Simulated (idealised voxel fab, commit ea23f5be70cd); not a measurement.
The following process module bears the name voxel wiring stack.
Shown is cross-section cut, with a width of 205 nm and square cells of size 5 nm.
Notation: cross-section as square-cell grid; stated in bands, top first, going down; one or more cell rows per band.
First you get the band's top height and its bottom height, in nm, and then the materials it's made of, left to right, with each width in nm. If you see a single material with "throughout", that one covers the band edge to edge. "air" is empty space.
Height 0 is the level under which the wafer as received is all one material. The lowest band goes on downwards, as in "0 -> down".
Width "30->40": first value at the band's top row of cells, second value at its bottom row, equal change from row to row.
The cross-section has no changed cell in any step marked "nothing altered".
Empty spaces counting at least 8 cells and having no open way to the top are listed in "Voids, enclosed". The notation width x height at distance is used for each, the distance being from the left edge and all three values in nm.
Where a step's line continues beyond its settings, the continuation is a remark by the simulator itself on that step.
On any step carrying a mask, the "overlay nm" setting, if present on the step's line, tells how far right of its planned place the mask lay; negative values point to the left.
Set out below are the planned steps of the process
| 1 | op RECEIVE | material Si |
| 2 | op CONFORMAL_DEP | material SiO2 | thk nm 15 |
| 3 | op DIRECTIONAL_DEP | material TiN | thk nm 5 |
| 4 | op DIRECTIONAL_DEP | material W | thk nm 20 |
| 5 | op DIRECTIONAL_DEP | material aC | thk nm 10 |
| 6 | op PATTERN | tone cover | mask id METAL_1 | material resist | width nm 20 | pitch nm 35 | thk nm 30 | overlay nm 0 |
| 7 | op DIRECTIONAL_ETCH | etch materials aC | depth nm 10 |
| 8 | op STRIP | etch materials resist |
| 9 | op DIRECTIONAL_ETCH | etch materials W | depth nm 20 |
| 10 | op DIRECTIONAL_ETCH | etch materials TiN | depth nm 5 |
| 11 | op STRIP | etch materials aC |
| 12 | op CONFORMAL_DEP | material SiN | thk nm 5 |
| 13 | op FILL_DEP | material SiO2 | thk nm 5 |
| 14 | op CMP | height nm 40 |
| 15 | op CONFORMAL_DEP | material SiCN | thk nm 5 |
| 16 | op DIRECTIONAL_DEP | material lowk | thk nm 30 |
| 17 | op MASKED_ETCH | tone open | mask id METAL_2_HOLES | width nm 15 | pitch nm 70 | etch materials lowk | depth nm 30 | overlay nm 0 |
| 18 | op PATTERN | tone open | mask id METAL_2 | material resist | width nm 20 | pitch nm 35 | thk nm 20 | overlay nm 0 |
| 19 | op DIRECTIONAL_ETCH | etch materials lowk | depth nm 15 |
| 20 | op DIRECTIONAL_ETCH | etch materials SiCN | depth nm 5 |
| 21 | op STRIP | etch materials resist |
| 22 | op CONFORMAL_DEP | material TiN | thk nm 5 |
| 23 | op FILL_DEP | material Ru | thk nm 5 |
| 24 | op CMP | height nm 75 |
| 25 | op CONFORMAL_DEP | material SiCN | thk nm 5 |
| 26 | op DIRECTIONAL_DEP | material SiO2 | thk nm 35 |
| 27 | op DIRECTIONAL_DEP | material aC | thk nm 15 |
| 28 | op PATTERN | tone open | mask id METAL_3 | material resist | width nm 20 | pitch nm 35 | thk nm 30 | overlay nm -15 |
| 29 | op DIRECTIONAL_ETCH | etch materials aC | depth nm 15 |
| 30 | op STRIP | etch materials resist |
| 31 | op DIRECTIONAL_ETCH | etch materials SiO2 | depth nm 20 |
| 32 | op STRIP | etch materials aC |
| 33 | op MASKED_ETCH | tone open | mask id METAL_3_HOLES | width nm 15 | pitch nm 70 | etch materials SiO2 | depth nm 15 | overlay nm 0 |
| 34 | op MASKED_ETCH | tone open | mask id METAL_3_HOLES | width nm 15 | pitch nm 70 | etch materials SiCN | depth nm 5 | overlay nm 0 |
| 35 | op CONFORMAL_DEP | material TiN | thk nm 5 |
| 36 | op FILL_DEP | material Ru | thk nm 5 |
| 37 | op CMP | height nm 115 |
| 38 | op CONFORMAL_DEP | material SiCN | thk nm 5 |
| 39 | op DIRECTIONAL_DEP | material SiO2 | thk nm 35 |
| 40 | op DIRECTIONAL_DEP | material aC | thk nm 10 |
| 41 | op PATTERN | tone open | mask id METAL_4 | material resist | width nm 20 | pitch nm 35 | thk nm 25 | overlay nm 0 |
| 42 | op DIRECTIONAL_ETCH | etch materials aC | depth nm 10 |
| 43 | op STRIP | etch materials resist |
| 44 | op DIRECTIONAL_ETCH | etch materials SiO2 | depth nm 20 |
| 45 | op STRIP | etch materials aC |
| 46 | op PATTERN | tone open | mask id METAL_4_HOLES | material resist | width nm 15 | pitch nm 70 | thk nm 20 | overlay nm 0 |
| 47 | op DIRECTIONAL_ETCH | etch materials SiO2 | depth nm 15 |
| 48 | op DIRECTIONAL_ETCH | etch materials SiCN | depth nm 5 |
| 49 | op STRIP | etch materials resist |
| 50 | op CONFORMAL_DEP | material TiN | thk nm 5 |
| 51 | op FILL_DEP | material Cu | thk nm 10 |
| 52 | op CMP | height nm 155 |
| 53 | op CONFORMAL_DEP | material SiCN | thk nm 5 |
Among the wafers covered here, the point of difference is the overlay nm at step 28; their starting state is shared, and the plan presents the value of the first wafer.
Received wafers, first of several: cross-section after step 1
0 -> down = Si throughout
Voids, enclosed: none
Here's the first of several wafers in cross-section, end of the module, after the last step, step 53
160 -> 155 = SiCN throughout
155 -> 140 = 40 of SiO2, then 5 of TiN, then 10 of Cu, then 5 of TiN, then 15 of SiO2, then 5 of TiN, then 10 of Cu, then 5 of TiN, then 15 of SiO2, then 5 of TiN, then 10 of Cu, then 5 of TiN, then 15 of SiO2, then 5 of TiN, then 10 of Cu, then 5 of TiN, then 40 of SiO2
140 -> 135 = 40 of SiO2, then 5 of TiN, then 5 of Cu, then 10 of TiN, then 15 of SiO2, then 20 of TiN, then 15 of SiO2, then 5 of TiN, then 5 of Cu, then 10 of TiN, then 15 of SiO2, then 20 of TiN, then 40 of SiO2
135 -> 120 = 40 of SiO2, then 5 of TiN, then 5 of Cu, then 5 of TiN, then 55 of SiO2, then 5 of TiN, then 5 of Cu, then 5 of TiN, then 80 of SiO2
120 -> 115 = 40 of SiCN, then 15 of TiN, then 55 of SiCN, then 15 of TiN, then 80 of SiCN
115 -> 105 = 25 of SiO2, then 5 of TiN, then 20 of Ru, then 5 of TiN, then 5 of SiO2, then 5 of TiN, then 10 of Ru, then 5 of TiN, then 15 of SiO2, then 5 of TiN, then 20 of Ru, then 5 of TiN, then 5 of SiO2, then 5 of TiN, then 10 of Ru, then 5 of TiN, then 55 of SiO2
105 -> 100 = 25 of SiO2, then 5 of TiN, then 10 of Ru, then 15 of TiN, then 5 of SiO2, then 5 of TiN, then 10 of Ru, then 5 of TiN, then 15 of SiO2, then 5 of TiN, then 10 of Ru, then 15 of TiN, then 5 of SiO2, then 5 of TiN, then 10 of Ru, then 5 of TiN, then 55 of SiO2
100 -> 95 = 25 of SiO2, then 20 of TiN, then 15 of SiO2, then 20 of TiN, then 15 of SiO2, then 20 of TiN, then 15 of SiO2, then 20 of TiN, then 55 of SiO2
95 -> 80 = 40 of SiO2, then 5 of TiN, then 65 of SiO2, then 5 of TiN, then 90 of SiO2
80 -> 75 = 40 of SiCN, then 5 of TiN, then 65 of SiCN, then 5 of TiN, then 90 of SiCN
75 -> 65 = 40 of lowk, then 5 of TiN, then 10 of Ru, then 5 of TiN, then 15 of lowk, then 5 of TiN, then 10 of Ru, then 5 of TiN, then 15 of lowk, then 5 of TiN, then 10 of Ru, then 5 of TiN, then 15 of lowk, then 5 of TiN, then 10 of Ru, then 5 of TiN, then 40 of lowk
65 -> 60 = 40 of lowk, then 5 of TiN, then 5 of Ru, then 10 of TiN, then 15 of lowk, then 20 of TiN, then 15 of lowk, then 5 of TiN, then 5 of Ru, then 10 of TiN, then 15 of lowk, then 20 of TiN, then 40 of lowk
60 -> 45 = 40 of lowk, then 5 of TiN, then 5 of Ru, then 5 of TiN, then 55 of lowk, then 5 of TiN, then 5 of Ru, then 5 of TiN, then 80 of lowk
45 -> 40 = 40 of SiCN, then 15 of TiN, then 55 of SiCN, then 15 of TiN, then 80 of SiCN
40 -> 20 = 35 of SiO2, then 5 of SiN, then 20 of W, then 5 of SiN, then 5 of SiO2, then 5 of SiN, then 20 of W, then 5 of SiN, then 5 of SiO2, then 5 of SiN, then 20 of W, then 5 of SiN, then 5 of SiO2, then 5 of SiN, then 20 of W, then 5 of SiN, then 35 of SiO2
20 -> 15 = 40 of SiN, then 20 of TiN, then 15 of SiN, then 20 of TiN, then 15 of SiN, then 20 of TiN, then 15 of SiN, then 20 of TiN, then 40 of SiN
15 -> 0 = SiO2 throughout
0 -> down = Si throughout
Voids, enclosed: none
The final wafer, sectioned at module end
160 -> 155 = SiCN throughout
155 -> 140 = 40 of SiO2, then 5 of TiN, then 10 of Cu, then 5 of TiN, then 15 of SiO2, then 5 of TiN, then 10 of Cu, then 5 of TiN, then 15 of SiO2, then 5 of TiN, then 10 of Cu, then 5 of TiN, then 15 of SiO2, then 5 of TiN, then 10 of Cu, then 5 of TiN, then 40 of SiO2
140 -> 135 = 40 of SiO2, then 5 of TiN, then 5 of Cu, then 10 of TiN, then 15 of SiO2, then 20 of TiN, then 15 of SiO2, then 5 of TiN, then 5 of Cu, then 10 of TiN, then 15 of SiO2, then 20 of TiN, then 40 of SiO2
135 -> 120 = 40 of SiO2, then 5 of TiN, then 5 of Cu, then 5 of TiN, then 55 of SiO2, then 5 of TiN, then 5 of Cu, then 5 of TiN, then 80 of SiO2
120 -> 115 = 40 of SiCN, then 15 of TiN, then 55 of SiCN, then 15 of TiN, then 80 of SiCN
115 -> 105 = 40 of SiO2, then 5 of TiN, then 25 of Ru, then 5 of TiN, then 15 of SiO2, then 5 of TiN, then 45 of Ru, then 5 of TiN, then 15 of SiO2, then 5 of TiN, then 10 of Ru, then 5 of TiN, then 25 of SiO2
105 -> 100 = 40 of SiO2, then 20 of TiN, then 10 of Ru, then 5 of TiN, then 15 of SiO2, then 5 of TiN, then 10 of Ru, then 25 of TiN, then 10 of Ru, then 5 of TiN, then 15 of SiO2, then 5 of TiN, then 10 of Ru, then 5 of TiN, then 25 of SiO2
100 -> 95 = 55 of SiO2, then 20 of TiN, then 15 of SiO2, then 20 of TiN, then 15 of SiO2, then 20 of TiN, then 15 of SiO2, then 20 of TiN, then 25 of SiO2
95 -> 80 = SiO2 throughout
80 -> 75 = SiCN throughout
75 -> 65 = 40 of lowk, then 5 of TiN, then 10 of Ru, then 5 of TiN, then 15 of lowk, then 5 of TiN, then 10 of Ru, then 5 of TiN, then 15 of lowk, then 5 of TiN, then 10 of Ru, then 5 of TiN, then 15 of lowk, then 5 of TiN, then 10 of Ru, then 5 of TiN, then 40 of lowk
65 -> 60 = 40 of lowk, then 5 of TiN, then 5 of Ru, then 10 of TiN, then 15 of lowk, then 20 of TiN, then 15 of lowk, then 5 of TiN, then 5 of Ru, then 10 of TiN, then 15 of lowk, then 20 of TiN, then 40 of lowk
60 -> 45 = 40 of lowk, then 5 of TiN, then 5 of Ru, then 5 of TiN, then 55 of lowk, then 5 of TiN, then 5 of Ru, then 5 of TiN, then 80 of lowk
45 -> 40 = 40 of SiCN, then 15 of TiN, then 55 of SiCN, then 15 of TiN, then 80 of SiCN
40 -> 20 = 35 of SiO2, then 5 of SiN, then 20 of W, then 5 of SiN, then 5 of SiO2, then 5 of SiN, then 20 of W, then 5 of SiN, then 5 of SiO2, then 5 of SiN, then 20 of W, then 5 of SiN, then 5 of SiO2, then 5 of SiN, then 20 of W, then 5 of SiN, then 35 of SiO2
20 -> 15 = 40 of SiN, then 20 of TiN, then 15 of SiN, then 20 of TiN, then 15 of SiN, then 20 of TiN, then 15 of SiN, then 20 of TiN, then 40 of SiN
15 -> 0 = SiO2 throughout
0 -> down = Si throughout
Voids, enclosed: none
Per wafer, end of module: cells gained (+) or lost (-) per material since receipt, then closed voids
overlay nm -15; +32 Cu; +56 Ru; +150 SiCN; +57 SiN; +601 SiO2; +172 TiN; +64 W; +180 lowk; Voids, enclosed: none
overlay nm -10; +32 Cu; +52 Ru; +148 SiCN; +57 SiN; +601 SiO2; +178 TiN; +64 W; +180 lowk; Voids, enclosed: none
overlay nm -5; +32 Cu; +56 Ru; +146 SiCN; +57 SiN; +601 SiO2; +176 TiN; +64 W; +180 lowk; Voids, enclosed: none
overlay nm 0; +32 Cu; +56 Ru; +146 SiCN; +57 SiN; +601 SiO2; +176 TiN; +64 W; +180 lowk; Voids, enclosed: none
overlay nm 5; +32 Cu; +52 Ru; +148 SiCN; +57 SiN; +601 SiO2; +178 TiN; +64 W; +180 lowk; Voids, enclosed: none
overlay nm 10; +32 Cu; +56 Ru; +150 SiCN; +57 SiN; +601 SiO2; +172 TiN; +64 W; +180 lowk; Voids, enclosed: none
overlay nm 15; +32 Cu; +64 Ru; +152 SiCN; +57 SiN; +601 SiO2; +162 TiN; +64 W; +180 lowk; Voids, enclosed: none
